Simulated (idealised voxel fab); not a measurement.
Documented hereafter: the process module known as voxel self aligned contacts.
Square cells of 5 nm make up the cross-section cut, whose width is 195 nm.
A cross-section is written here as square cells arranged in a grid, and it is given in bands from the top down, each band taking up one or more rows of cells. The entry gives the band's vertical extent as a top height and a bottom height in nm, then its horizontal make-up as materials from left to right, each with a width in nm. "blank" stands for empty space; a single material marked "edge to edge" fills the band edge to edge. Zero point of the height axis is 0; under it, received wafer = one material. Lowest band: continues down indefinitely, "from 0 down". A two-number width, for instance "30 to 40", indicates that the width is equal to the first number in the top row of the band and to the second number in the bottom row, and that it changes by a constant amount per row of cells. What does "no alteration" mean for a step? It means no cell of the cross-section changed in that step. If an empty space has no open way to the top and is at least 8 cells in size, "Closed empty spaces" lists it, written width x height at distance, where distance is measured from the left edge and every value is in nm. Step line, after settings: the simulator's comment on this step. Each step line may optionally specify "overlay nm", which for a step with a mask gives the rightward distance between the mask's planned place and where it lay, a negative value indicating the leftward direction.

### Here's what the planned process steps look like
step 1: op RECEIVE | material Si
step 2: op CONFORMAL_DEP | material SiO2 | thk nm 5
step 3: op DIRECTIONAL_DEP | material polySi | thk nm 25
step 4: op DIRECTIONAL_DEP | material SiN | thk nm 25
step 5: op DIRECTIONAL_DEP | material aC | thk nm 15
step 6: op PATTERN | tone cover | mask id GATE | material resist | width nm 25 | pitch nm 65 | thk nm 35 | overlay nm 0
step 7: op DIRECTIONAL_ETCH | etch materials aC | depth nm 15
step 8: op STRIP | etch materials resist
step 9: op DIRECTIONAL_ETCH | etch materials SiN | depth nm 25
step 10: op DIRECTIONAL_ETCH | etch materials polySi | depth nm 25
step 11: op STRIP | etch materials aC
step 12: op CONFORMAL_DEP | material SiN | thk nm 10
step 13: op DIRECTIONAL_ETCH | etch materials SiN | depth nm 10
step 14: op FILL_DEP | material SiO2 | thk nm 15
step 15: op CMP | height nm 60
step 16: op MASKED_ETCH | tone open | mask id CONTACT | width nm 50 | etch materials SiO2 | depth nm 60 | overlay nm 0
step 17: op CONFORMAL_DEP | material TiN | thk nm 5
step 18: op FILL_DEP | material Ru | thk nm 5
step 19: op CMP | height nm 60
step 20: op CONFORMAL_DEP | material SiN | thk nm 5

### The cross-section here shows the wafer as received, i.e. in its state after step 1
* from 0 down  Si edge to edge
* Closed empty spaces: none

### Cross-section, first of two wafers, end of module, run as planned
* from 65 to 60  SiN edge to edge
* from 60 to 55  SiO2 70, then TiN 20, then Ru 10, then TiN 20, then SiO2 75
* from 55 to 30  SiO2 40, then SiN 45, then TiN 5, then Ru 10, then TiN 5, then SiN 45, then SiO2 45
* from 30 to 5  SiO2 40, then SiN 10, then polySi 25, then SiN 10, then TiN 5, then Ru 10, then TiN 5, then SiN 10, then polySi 25, then SiN 10, then SiO2 45
* from 5 to 0  SiO2 85, then TiN 20, then SiO2 90
* from 0 down  Si edge to edge
* Closed empty spaces: none

### Cross-section, wafer two of two, end of module: same start and plan as wafer one, one error in execution
* from 65 to 60  SiN edge to edge
* from 60 to 55  SiO2 40, then SiN 45, then TiN 5, then Ru 10, then TiN 5, then SiN 45, then SiO2 45
* from 55 to 35  SiO2 40, then SiN 10, then polySi 25, then SiN 10, then TiN 5, then Ru 10, then TiN 5, then SiN 10, then polySi 25, then SiN 10, then SiO2 45
* from 35 to 30  SiO2 40, then SiN 10, then polySi 25, then SiN 10, then TiN 20, then SiN 10, then polySi 25, then SiN 10, then SiO2 45
* from 30 to 5  polySi edge to edge
* from 5 to 0  SiO2 edge to edge
* from 0 down  Si edge to edge
* Closed empty spaces: none
Which mistake was made when the wafer was run? step 3 from the plan got run twice
Final comparison by cell count, materials where the second wafer has more or fewer than the first: 12 fewer of Ru, 72 fewer of SiN, 93 fewer of SiO2, 18 fewer of TiN, 195 more of polySi
